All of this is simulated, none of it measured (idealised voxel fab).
voxel fin reveal: a process module
Displayed cross-section: cut, width of 185 nm, square cells sized 5 nm.
A cross-section in this document is a grid of square cells, and it is written down as bands, the top band listed before the ones below it; a band is made up of one or more rows of cells. This entry defines a band. It first specifies the height of the band's top and the height of its bottom in nm, and then specifies the band's materials from left to right, stating each material with its width in nm. The word "all across" identifies a single material that fills the band from edge to edge, while the word "empty" identifies empty space. The level at which height equals 0 is the one under which the wafer, as it arrives, is entirely one material. No lower edge exists for the bottom band, which continues downward and is notated as in "top 0, no bottom". So if you see something like "30..40" for the width, read it as the top row of the band sitting at the first number and the bottom row at the second, with every row in between moving by the same amount as the last. "all unchanged" -> step changed no cross-section cell. Fully sealed voids: empty space of 8 cells or more with no open way to the top, each as width x height at its distance from the left edge, in nm. Step line, after settings: the simulator's comment on this step. A step's line can hold "overlay nm"; with a mask on that step, the setting says how far right of the planned place the mask lay, while a negative setting says it lay to the left.

Listed below are the process steps as planned:
- 1: RECEIVE (material Si)
- 2: CONFORMAL_DEP (material SiN; thk nm 10)
- 3: PATTERN (tone cover; mask id FINS; material resist; width nm 15; pitch nm 40; thk nm 20; overlay nm -15)
- 4: DIRECTIONAL_ETCH (etch materials SiN; depth nm 10)
- 5: DIRECTIONAL_ETCH (etch materials Si; depth nm 35)
- 6: STRIP (etch materials resist)
- 7: OXIDIZE (depth nm 5)
- 8: FILL_DEP (material SiO2; thk nm 10)
- 9: CMP (height nm 10)
- 10: SELECTIVE_ETCH (etch materials SiO2; depth nm 30)
- 11: STRIP (etch materials SiN)
- 12: CONFORMAL_DEP (material HfO2; thk nm 5)
The plan shows the overlay nm of step 3 as the first wafer had it; this setting differs between the wafers, which start out alike.

Cross-section of the first of several received wafers, showing its state after step 1:
	top 0, no bottom  Si all across
	Fully sealed voids: none

The figure below presents a cross-section of the first of several wafers at the conclusion of the module, following its last step, step 12:
	top 5, bottom 0  50 nm empty, 15 nm HfO2, 25 nm empty, 15 nm HfO2, 80 nm empty
	top 0, bottom -15  50 nm empty, 5 nm HfO2, 5 nm Si, 5 nm HfO2, 25 nm empty, 5 nm HfO2, 5 nm Si, 5 nm HfO2, 80 nm empty
	top -15, bottom -20  55 nm HfO2, 5 nm Si, 35 nm HfO2, 5 nm Si, 85 nm HfO2
	top -20, bottom -40  55 nm SiO2, 5 nm Si, 35 nm SiO2, 5 nm Si, 85 nm SiO2
	top -40, no bottom  Si all across
	Fully sealed voids: none

Last wafer at the end:
	top 5, bottom 0  80 nm empty, 15 nm HfO2, 25 nm empty, 15 nm HfO2, 50 nm empty
	top 0, bottom -15  80 nm empty, 5 nm HfO2, 5 nm Si, 5 nm HfO2, 25 nm empty, 5 nm HfO2, 5 nm Si, 5 nm HfO2, 50 nm empty
	top -15, bottom -20  85 nm HfO2, 5 nm Si, 35 nm HfO2, 5 nm Si, 55 nm HfO2
	top -20, bottom -40  85 nm SiO2, 5 nm Si, 35 nm SiO2, 5 nm Si, 55 nm SiO2
	top -40, no bottom  Si all across
	Fully sealed voids: none

Table: wafers, a row each; end-of-module cell change per material since receipt, gain (+), loss (-); then closed voids:
overlay nm -15, +53 HfO2, -280 Si, +140 SiO2, Fully sealed voids: none
overlay nm -10, +53 HfO2, -280 Si, +140 SiO2, Fully sealed voids: none
overlay nm -5, +53 HfO2, -280 Si, +140 SiO2, Fully sealed voids: none
overlay nm 0, +53 HfO2, -280 Si, +140 SiO2, Fully sealed voids: none
overlay nm 5, +53 HfO2, -280 Si, +140 SiO2, Fully sealed voids: none
overlay nm 10, +53 HfO2, -280 Si, +140 SiO2, Fully sealed voids: none
overlay nm 15, +53 HfO2, -280 Si, +140 SiO2, Fully sealed voids: none
